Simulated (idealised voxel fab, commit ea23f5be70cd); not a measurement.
The process module presented herein is designated voxel ribs on slabs.
This is section cut - it's 190 nm across, gridded in 5 nm square cells.
Format of a cross-section: grid, square cells. Given as bands. Order: top down. Band: one or more rows of cells.
Each band's line starts with the height of the band's top and of its bottom, in nm. Then come its materials from left to right, each with its width in nm. One material with "edge to edge" fills the band from edge to edge. "blank" is empty space.
Convention: height 0 is the level below which the wafer, as received, is all one material. The lowest band does not terminate at the bottom but continues downward, represented as "z 0 and below".
The two numbers in a width such as "30 to 40" mark its ends across the band: the first belongs to the top row of cells, the second to the bottom row, and from each row to the next the width moves by the same amount.
Basically "stayed the same" means that step didn't change any cell in the cross-section.
What "Sealed-off cavities" gives you is every empty space of 8 cells or more that is cut off from the top. Each appears as width x height at distance, with the distance taken from the left edge and width, height and distance all in nm.
That trailing text on a step's line, after the settings, is the simulator's own remark on the step.
Among the settings permitted on a step's line is "overlay nm"; applied to a step with a mask, it specifies the extent to which the mask lay to the right of its planned position, whereas a negative figure signifies a position to the left.

PLANNED PROCESS STEPS
step 1: RECEIVE with material Si
step 2: DIRECTIONAL_DEP with material SiO2, thk nm 25
step 3: DIRECTIONAL_DEP with material SiN, thk nm 15
step 4: PATTERN with tone cover, mask id RIB, material resist, width nm 30, thk nm 20, overlay nm 0
step 5: DIRECTIONAL_ETCH with etch materials SiN, depth nm 5
step 6: STRIP with etch materials resist
step 7: MASKED_ETCH with tone cover, mask id SLAB, width nm 80, etch materials SiN, depth nm 10, overlay nm 0
step 8: FILL_DEP with material SiO2, thk nm 20
step 9: CMP with height nm 50
step 10: DIRECTIONAL_DEP with material TiN, thk nm 10
step 11: PATTERN with tone cover, mask id HEATER, material resist, width nm 40, thk nm 20, overlay nm 0
step 12: DIRECTIONAL_ETCH with etch materials TiN, depth nm 10
step 13: STRIP with etch materials resist
step 14: CONFORMAL_DEP with material SiN, thk nm 5

AS RECEIVED, AFTER STEP 1
  z 0 and below: Si edge to edge
  Sealed-off cavities: none

THIS IS HOW THE WAFER LOOKS IN CROSS-SECTION ONCE THE MODULE IS DONE, GIVEN THE STARTING STATE AND PLAN ABOVE AND ONE MISTAKE IN CARRYING THE PLAN OUT
  z 65 to 60: 70 of blank, 50 of SiN, 70 of blank
  z 60 to 55: 70 of blank, 5 of SiN, 40 of TiN, 5 of SiN, 70 of blank
  z 55 to 50: 75 of SiN, 40 of TiN, 75 of SiN
  z 50 to 40: SiO2 edge to edge
  z 40 to 35: 80 of SiO2, 30 of SiN, 80 of SiO2
  z 35 to 25: 60 of SiO2, 70 of SiN, 60 of SiO2
  z 25 to 0: SiO2 edge to edge
  z 0 and below: Si edge to edge
  Sealed-off cavities: none
Which mistake was made when the wafer was run? step 7 did not happen as planned, as run it was MASKED_ETCH with tone cover, mask id SLAB, width nm 70, etch materials SiN, depth nm 10, overlay nm 0
